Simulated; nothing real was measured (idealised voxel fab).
You're looking at the process module voxel transistor to metal.
The figure presents cross-section cut, which has a width of 210 nm and is divided into square cells with an edge length of 5 nm.
Square cells in a grid make up a cross-section in this document, and the grid is given as bands, listed from the top down, each one or more rows of cells. Band entry format. Leading values: height of top, height of bottom, nm. Remainder: materials in left-to-right order, each with its width in nm. Special words: "edge to edge" on a single material, which then fills the band edge to edge; "blank", empty space. Height 0 is the level under which the wafer as received is all one material. The lowest band goes on downwards, as in "from 0 down". Quick explanation for "30..40": the width changes in equal steps down the rows of cells, from the first number in the band's top row to the second number in its bottom row. The cross-section has no changed cell in any step marked "nothing altered". You'll see "Closed cavity list" listing empty spaces that have no way open to the top, as long as they're 8 cells or more; the notation is width x height at distance, where the distance is from the left edge, and all of it is in nm. Whatever follows a step's settings on its line is a remark the simulator itself makes about that step. overlay nm, on a step with a mask: how far to the right of its planned place the mask lay; to the left if negative.

# List of planned process steps
| 1 | op RECEIVE | material Si |
| 2 | op CONFORMAL_DEP | material SiO2 | thk nm 5 |
| 3 | op CONFORMAL_DEP | material SiN | thk nm 15 |
| 4 | op MASKED_ETCH | tone cover | mask id ACTIVE | width nm 100 | etch materials SiN | depth nm 15 | overlay nm 0 |
| 5 | op MASKED_ETCH | tone cover | mask id ACTIVE | width nm 100 | etch materials SiO2 | depth nm 5 | overlay nm 0 |
| 6 | op MASKED_ETCH | tone cover | mask id ACTIVE | width nm 100 | etch materials Si | depth nm 25 | overlay nm 0 |
| 7 | op OXIDIZE | depth nm 5 |
| 8 | op FILL_DEP | material SiO2 | thk nm 10 |
| 9 | op CMP | height nm 20 |
| 10 | op SELECTIVE_ETCH | etch materials SiO2 | depth nm 15 |
| 11 | op STRIP | etch materials SiN |
| 12 | op SELECTIVE_ETCH | etch materials SiO2 | depth nm 5 |
| 13 | op OXIDIZE | depth nm 5 |
| 14 | op DIRECTIONAL_DEP | material polySi | thk nm 30 |
| 15 | op DIRECTIONAL_DEP | material SiCN | thk nm 10 |
| 16 | op MASKED_ETCH | tone cover | mask id GATE | width nm 20 | etch materials SiCN | depth nm 20 | overlay nm 0 |
| 17 | op MASKED_ETCH | tone cover | mask id GATE | width nm 20 | etch materials polySi | depth nm 40 | overlay nm 0 |
| 18 | op CONFORMAL_DEP | material SiO2 | thk nm 5 |
| 19 | op DIRECTIONAL_ETCH | etch materials SiO2 | depth nm 5 |
| 20 | op CONFORMAL_DEP | material SiN | thk nm 5 |
| 21 | op DIRECTIONAL_ETCH | etch materials SiN | depth nm 5 |
| 22 | op DIRECTIONAL_ETCH | etch materials SiO2 | depth nm 5 |
| 23 | op DIRECTIONAL_ETCH | etch materials Si | depth nm 15 |
| 24 | op EPI | material nSi | thk nm 20 |
| 25 | op FILL_DEP | material SiO2 | thk nm 5 |
| 26 | op CMP | height nm 40 |
| 27 | op DIRECTIONAL_DEP | material SiO2 | thk nm 10 |
| 28 | op DIRECTIONAL_DEP | material aC | thk nm 10 |
| 29 | op PATTERN | tone open | mask id CONTACT | material resist | width nm 15 | pitch nm 75 | thk nm 25 | overlay nm 0 |
| 30 | op DIRECTIONAL_ETCH | etch materials aC | depth nm 10 |
| 31 | op STRIP | etch materials resist |
| 32 | op DIRECTIONAL_ETCH | etch materials SiO2 | depth nm 50 |
| 33 | op STRIP | etch materials aC |
| 34 | op CONFORMAL_DEP | material TiN | thk nm 5 |
| 35 | op FILL_DEP | material Ru | thk nm 5 |
| 36 | op CMP | height nm 50 |
| 37 | op CONFORMAL_DEP | material SiCN | thk nm 5 |
| 38 | op DIRECTIONAL_DEP | material lowk | thk nm 20 |
| 39 | op MASKED_ETCH | tone open | mask id METAL_1 | width nm 15 | pitch nm 75 | etch materials lowk | depth nm 20 | overlay nm 0 |
| 40 | op MASKED_ETCH | tone open | mask id METAL_1 | width nm 15 | pitch nm 75 | etch materials SiCN | depth nm 5 | overlay nm 0 |
| 41 | op CONFORMAL_DEP | material TiN | thk nm 5 |
| 42 | op FILL_DEP | material Cu | thk nm 5 |
| 43 | op CMP | height nm 75 |
| 44 | op CONFORMAL_DEP | material SiCN | thk nm 5 |

# First of two wafers: run as planned

# as received, after step 1
- from 0 down  Si edge to edge
- Closed cavity list: none

# Cross-section of the wafer subsequent to step 2
- from 5 to 0  SiO2 edge to edge
- Below 0, the layers are the same as they were.

# Cross-section of the wafer subsequent to step 3
- from 20 to 5  SiN edge to edge
- Below 5, the layers are the same as they were.

# Cross-section of the wafer subsequent to step 4
- from 20 to 5  55 of blank; 100 of SiN; 55 of blank
- Below 5, the layers are the same as they were.

# Cross-section of the wafer subsequent to step 5
- from 20 to 5  55 of blank; 100 of SiN; 55 of blank
- from 5 to 0  55 of blank; 100 of SiO2; 55 of blank
- Below 0, the layers are the same as they were.

# Cross-section of the wafer subsequent to step 6
- from 20 to 5  55 of blank; 100 of SiN; 55 of blank
- from 5 to 0  55 of blank; 100 of SiO2; 55 of blank
- from 0 to -25  55 of blank; 100 of Si; 55 of blank
- Below -25, the layers are the same as they were.

# Cross-section of the wafer subsequent to step 7
- from 20 to 5  55 of blank; 100 of SiN; 55 of blank
- from 5 to 0  55 of blank; 100 of SiO2; 55 of blank
- from 0 to -25  55 of blank; 5 of SiO2; 90 of Si; 5 of SiO2; 55 of blank
- from -25 to -30  60 of SiO2; 90 of Si; 60 of SiO2
- Below -30, the layers are the same as they were.

# Cross-section of the wafer subsequent to step 8
- from 30 to 20  SiO2 edge to edge
- from 20 to 5  55 of SiO2; 100 of SiN; 55 of SiO2
- from 5 to 0  SiO2 edge to edge
- from 0 to -30  60 of SiO2; 90 of Si; 60 of SiO2
- Below -30, the layers are the same as they were.

# Cross-section of the wafer subsequent to step 9
- from 20 to 5  55 of SiO2; 100 of SiN; 55 of SiO2
- Below 5, the layers are the same as they were.

# Cross-section of the wafer subsequent to step 10
- from 20 to 5  55 of blank; 100 of SiN; 55 of blank
- Below 5, the layers are the same as they were.

# Cross-section of the wafer subsequent to step 11
- from 5 to 0  SiO2 edge to edge
- Below 0, the layers are the same as they were.

# Cross-section of the wafer subsequent to step 12
- from 0 to -30  60 of SiO2; 90 of Si; 60 of SiO2
- Below -30, the layers are the same as they were.

# Cross-section of the wafer subsequent to step 13
- from 0 to -5  SiO2 edge to edge
- Below -5, the layers are the same as they were.

# Cross-section of the wafer subsequent to step 14
- from 30 to 0  polySi edge to edge
- Below 0, the layers are the same as they were.

# Cross-section of the wafer subsequent to step 15
- from 40 to 30  SiCN edge to edge
- Below 30, the layers are the same as they were.

# Cross-section of the wafer subsequent to step 16
- from 40 to 30  95 of blank; 20 of SiCN; 95 of blank
- Below 30, the layers are the same as they were.

# Cross-section of the wafer subsequent to step 17
- from 40 to 30  95 of blank; 20 of SiCN; 95 of blank
- from 30 to 0  95 of blank; 20 of polySi; 95 of blank
- Below 0, the layers are the same as they were.

# Cross-section of the wafer subsequent to step 18
- from 45 to 40  90 of blank; 30 of SiO2; 90 of blank
- from 40 to 30  90 of blank; 5 of SiO2; 20 of SiCN; 5 of SiO2; 90 of blank
- from 30 to 5  90 of blank; 5 of SiO2; 20 of polySi; 5 of SiO2; 90 of blank
- from 5 to 0  95 of SiO2; 20 of polySi; 95 of SiO2
- Below 0, the layers are the same as they were.

# Cross-section of the wafer subsequent to step 19
- from 40 to 30  90 of blank; 5 of SiO2; 20 of SiCN; 5 of SiO2; 90 of blank
- from 30 to 0  90 of blank; 5 of SiO2; 20 of polySi; 5 of SiO2; 90 of blank
- Below 0, the layers are the same as they were.

# Cross-section of the wafer subsequent to step 20
- from 45 to 40  85 of blank; 40 of SiN; 85 of blank
- from 40 to 30  85 of blank; 5 of SiN; 5 of SiO2; 20 of SiCN; 5 of SiO2; 5 of SiN; 85 of blank
- from 30 to 5  85 of blank; 5 of SiN; 5 of SiO2; 20 of polySi; 5 of SiO2; 5 of SiN; 85 of blank
- from 5 to 0  90 of SiN; 5 of SiO2; 20 of polySi; 5 of SiO2; 90 of SiN
- Below 0, the layers are the same as they were.

# Cross-section of the wafer subsequent to step 21
- from 40 to 30  85 of blank; 5 of SiN; 5 of SiO2; 20 of SiCN; 5 of SiO2; 5 of SiN; 85 of blank
- from 30 to 0  85 of blank; 5 of SiN; 5 of SiO2; 20 of polySi; 5 of SiO2; 5 of SiN; 85 of blank
- Below 0, the layers are the same as they were.

# Cross-section of the wafer subsequent to step 22
- from 40 to 35  85 of blank; 5 of SiN; 5 of blank; 20 of SiCN; 5 of blank; 5 of SiN; 85 of blank
- from 35 to 30  85 of blank; 5 of SiN; 5 of SiO2; 20 of SiCN; 5 of SiO2; 5 of SiN; 85 of blank
- from 30 to 0  85 of blank; 5 of SiN; 5 of SiO2; 20 of polySi; 5 of SiO2; 5 of SiN; 85 of blank
- from 0 to -5  85 of blank; 40 of SiO2; 85 of blank
- Below -5, the layers are the same as they were.

# Cross-section of the wafer subsequent to step 23
- from 40 to 35  85 of blank; 5 of SiN; 5 of blank; 20 of SiCN; 5 of blank; 5 of SiN; 85 of blank
- from 35 to 30  85 of blank; 5 of SiN; 5 of SiO2; 20 of SiCN; 5 of SiO2; 5 of SiN; 85 of blank
- from 30 to 0  85 of blank; 5 of SiN; 5 of SiO2; 20 of polySi; 5 of SiO2; 5 of SiN; 85 of blank
- from 0 to -5  85 of blank; 40 of SiO2; 85 of blank
- from -5 to -20  60 of SiO2; 25 of blank; 40 of Si; 25 of blank; 60 of SiO2
- Below -20, the layers are the same as they were.

# Cross-section of the wafer subsequent to step 24
- from 40 to 35  85 of blank; 5 of SiN; 5 of blank; 20 of SiCN; 5 of blank; 5 of SiN; 85 of blank
- from 35 to 30  85 of blank; 5 of SiN; 5 of SiO2; 20 of SiCN; 5 of SiO2; 5 of SiN; 85 of blank
- from 30 to 15  85 of blank; 5 of SiN; 5 of SiO2; 20 of polySi; 5 of SiO2; 5 of SiN; 85 of blank
- from 15 to 0  65 of blank; 20 of nSi; 5 of SiN; 5 of SiO2; 20 of polySi; 5 of SiO2; 5 of SiN; 20 of nSi; 65 of blank
- from 0 to -5  55 of blank; 30 of nSi; 40 of SiO2; 30 of nSi; 55 of blank
- from -5 to -20  60 of SiO2; 25 of nSi; 40 of Si; 25 of nSi; 60 of SiO2
- Below -20, the layers are the same as they were.

# Cross-section of the wafer subsequent to step 25
- from 45 to 40  SiO2 edge to edge
- from 40 to 30  85 of SiO2; 5 of SiN; 5 of SiO2; 20 of SiCN; 5 of SiO2; 5 of SiN; 85 of SiO2
- from 30 to 15  85 of SiO2; 5 of SiN; 5 of SiO2; 20 of polySi; 5 of SiO2; 5 of SiN; 85 of SiO2
- from 15 to 0  65 of SiO2; 20 of nSi; 5 of SiN; 5 of SiO2; 20 of polySi; 5 of SiO2; 5 of SiN; 20 of nSi; 65 of SiO2
- from 0 to -5  55 of SiO2; 30 of nSi; 40 of SiO2; 30 of nSi; 55 of SiO2
- Below -5, the layers are the same as they were.

# Cross-section of the wafer subsequent to step 26
- from 40 to 30  85 of SiO2; 5 of SiN; 5 of SiO2; 20 of SiCN; 5 of SiO2; 5 of SiN; 85 of SiO2
- Below 30, the layers are the same as they were.

# Cross-section of the wafer subsequent to step 27
- from 50 to 40  SiO2 edge to edge
- Below 40, the layers are the same as they were.

# Cross-section of the wafer subsequent to step 28
- from 60 to 50  aC edge to edge
- Below 50, the layers are the same as they were.

# Cross-section of the wafer subsequent to step 29
- from 85 to 60  60 of resist; 15 of blank; 60 of resist; 15 of blank; 60 of resist
- Below 60, the layers are the same as they were.

# Cross-section of the wafer subsequent to step 30
- from 75 to 60  60 of resist; 15 of blank; 60 of resist; 15 of blank; 60 of resist
- from 60 to 50  60 of aC; 15 of blank; 60 of aC; 15 of blank; 60 of aC
- Below 50, the layers are the same as they were.

# Cross-section of the wafer subsequent to step 31
- from 60 to 50  60 of aC; 15 of blank; 60 of aC; 15 of blank; 60 of aC
- Below 50, the layers are the same as they were.

# Cross-section of the wafer subsequent to step 32
- from 60 to 50  60 of aC; 15 of blank; 60 of aC; 15 of blank; 60 of aC
- from 50 to 40  60 of SiO2; 15 of blank; 60 of SiO2; 15 of blank; 60 of SiO2
- from 40 to 30  60 of SiO2; 15 of blank; 10 of SiO2; 5 of SiN; 5 of SiO2; 20 of SiCN; 5 of SiO2; 5 of SiN; 10 of SiO2; 15 of blank; 60 of SiO2
- from 30 to 15  60 of SiO2; 15 of blank; 10 of SiO2; 5 of SiN; 5 of SiO2; 20 of polySi; 5 of SiO2; 5 of SiN; 10 of SiO2; 15 of blank; 60 of SiO2
- from 15 to 0  60 of SiO2; 5 of blank; 20 of nSi; 5 of SiN; 5 of SiO2; 20 of polySi; 5 of SiO2; 5 of SiN; 20 of nSi; 5 of blank; 60 of SiO2
- Below 0, the layers are the same as they were.

# Cross-section of the wafer subsequent to step 33
- from 50 to 40  60 of SiO2; 15 of blank; 60 of SiO2; 15 of blank; 60 of SiO2
- Below 40, the layers are the same as they were.

# Cross-section of the wafer subsequent to step 34
- from 55 to 50  65 of TiN; 5 of blank; 70 of TiN; 5 of blank; 65 of TiN
- from 50 to 40  60 of SiO2; 5 of TiN; 5 of blank; 5 of TiN; 60 of SiO2; 5 of TiN; 5 of blank; 5 of TiN; 60 of SiO2
- from 40 to 30  60 of SiO2; 5 of TiN; 5 of blank; 5 of TiN; 10 of SiO2; 5 of SiN; 5 of SiO2; 20 of SiCN; 5 of SiO2; 5 of SiN; 10 of SiO2; 5 of TiN; 5 of blank; 5 of TiN; 60 of SiO2
- from 30 to 20  60 of SiO2; 5 of TiN; 5 of blank; 5 of TiN; 10 of SiO2; 5 of SiN; 5 of SiO2; 20 of polySi; 5 of SiO2; 5 of SiN; 10 of SiO2; 5 of TiN; 5 of blank; 5 of TiN; 60 of SiO2
- from 20 to 15  60 of SiO2; 15 of TiN; 10 of SiO2; 5 of SiN; 5 of SiO2; 20 of polySi; 5 of SiO2; 5 of SiN; 10 of SiO2; 15 of TiN; 60 of SiO2
- from 15 to 0  60 of SiO2; 5 of TiN; 20 of nSi; 5 of SiN; 5 of SiO2; 20 of polySi; 5 of SiO2; 5 of SiN; 20 of nSi; 5 of TiN; 60 of SiO2
- Below 0, the layers are the same as they were.

# Cross-section of the wafer subsequent to step 35
- from 60 to 55  Ru edge to edge
- from 55 to 50  65 of TiN; 5 of Ru; 70 of TiN; 5 of Ru; 65 of TiN
- from 50 to 40  60 of SiO2; 5 of TiN; 5 of Ru; 5 of TiN; 60 of SiO2; 5 of TiN; 5 of Ru; 5 of TiN; 60 of SiO2
- from 40 to 30  60 of SiO2; 5 of TiN; 5 of Ru; 5 of TiN; 10 of SiO2; 5 of SiN; 5 of SiO2; 20 of SiCN; 5 of SiO2; 5 of SiN; 10 of SiO2; 5 of TiN; 5 of Ru; 5 of TiN; 60 of SiO2
- from 30 to 20  60 of SiO2; 5 of TiN; 5 of Ru; 5 of TiN; 10 of SiO2; 5 of SiN; 5 of SiO2; 20 of polySi; 5 of SiO2; 5 of SiN; 10 of SiO2; 5 of TiN; 5 of Ru; 5 of TiN; 60 of SiO2
- Below 20, the layers are the same as they were.

# Cross-section of the wafer subsequent to step 36
- from 50 to 40  60 of SiO2; 5 of TiN; 5 of Ru; 5 of TiN; 60 of SiO2; 5 of TiN; 5 of Ru; 5 of TiN; 60 of SiO2
- Below 40, the layers are the same as they were.

# Cross-section of the wafer subsequent to step 37
- from 55 to 50  SiCN edge to edge
- Below 50, the layers are the same as they were.

# Cross-section of the wafer subsequent to step 38
- from 75 to 55  lowk edge to edge
- Below 55, the layers are the same as they were.

# Cross-section of the wafer subsequent to step 39
- from 75 to 55  60 of lowk; 15 of blank; 60 of lowk; 15 of blank; 60 of lowk
- Below 55, the layers are the same as they were.

# Cross-section of the wafer subsequent to step 40
- from 75 to 55  60 of lowk; 15 of blank; 60 of lowk; 15 of blank; 60 of lowk
- from 55 to 50  60 of SiCN; 15 of blank; 60 of SiCN; 15 of blank; 60 of SiCN
- Below 50, the layers are the same as they were.

# Cross-section of the wafer subsequent to step 41
- from 80 to 75  65 of TiN; 5 of blank; 70 of TiN; 5 of blank; 65 of TiN
- from 75 to 55  60 of lowk; 5 of TiN; 5 of blank; 5 of TiN; 60 of lowk; 5 of TiN; 5 of blank; 5 of TiN; 60 of lowk
- from 55 to 50  60 of SiCN; 15 of TiN; 60 of SiCN; 15 of TiN; 60 of SiCN
- Below 50, the layers are the same as they were.

# Cross-section of the wafer subsequent to step 42
- from 85 to 80  Cu edge to edge
- from 80 to 75  65 of TiN; 5 of Cu; 70 of TiN; 5 of Cu; 65 of TiN
- from 75 to 55  60 of lowk; 5 of TiN; 5 of Cu; 5 of TiN; 60 of lowk; 5 of TiN; 5 of Cu; 5 of TiN; 60 of lowk
- Below 55, the layers are the same as they were.

# Cross-section of the wafer subsequent to step 43
- from 75 to 55  60 of lowk; 5 of TiN; 5 of Cu; 5 of TiN; 60 of lowk; 5 of TiN; 5 of Cu; 5 of TiN; 60 of lowk
- Below 55, the layers are the same as they were.

# Cross-section of the wafer subsequent to step 44
- from 80 to 75  SiCN edge to edge
- Below 75, the layers are the same as they were.

# Companion wafer, the second of two: same beginning, same intended sequence, one mistake in carrying it out; through step 36 inclusive it tracks the first exactly

# Planned end of step 37: second wafer, cross-section
- from 70 to 50  lowk edge to edge
- Below 50, the layers are the same as they were.

# Planned end of step 38: second wafer, cross-section
- from 75 to 70  SiCN edge to edge
- Below 70, the layers are the same as they were.

Planned end of step 39: second wafer, cross-section: nothing altered

# Planned end of step 40: second wafer, cross-section
- from 75 to 70  60 of SiCN; 15 of blank; 60 of SiCN; 15 of blank; 60 of SiCN
- Below 70, the layers are the same as they were.

# Planned end of step 41: second wafer, cross-section
- from 80 to 75  65 of TiN; 5 of blank; 70 of TiN; 5 of blank; 65 of TiN
- from 75 to 70  60 of SiCN; 15 of TiN; 60 of SiCN; 15 of TiN; 60 of SiCN
- Below 70, the layers are the same as they were.

# Planned end of step 42: second wafer, cross-section
- from 85 to 80  Cu edge to edge
- from 80 to 75  65 of TiN; 5 of Cu; 70 of TiN; 5 of Cu; 65 of TiN
- Below 75, the layers are the same as they were.

# Planned end of step 43: second wafer, cross-section
- from 75 to 70  60 of SiCN; 15 of TiN; 60 of SiCN; 15 of TiN; 60 of SiCN
- Below 70, the layers are the same as they were.

# Planned end of step 44: second wafer, cross-section
- from 80 to 75  SiCN edge to edge
- Below 75, the layers are the same as they were.
The plan and the run diverged here: steps 37 and 38 of the plan were each performed in the slot designated for the other
Final difference in cells, second wafer against first, listed per material as more or fewer: Cu: 8 fewer, TiN: 16 fewer, lowk: 24 more
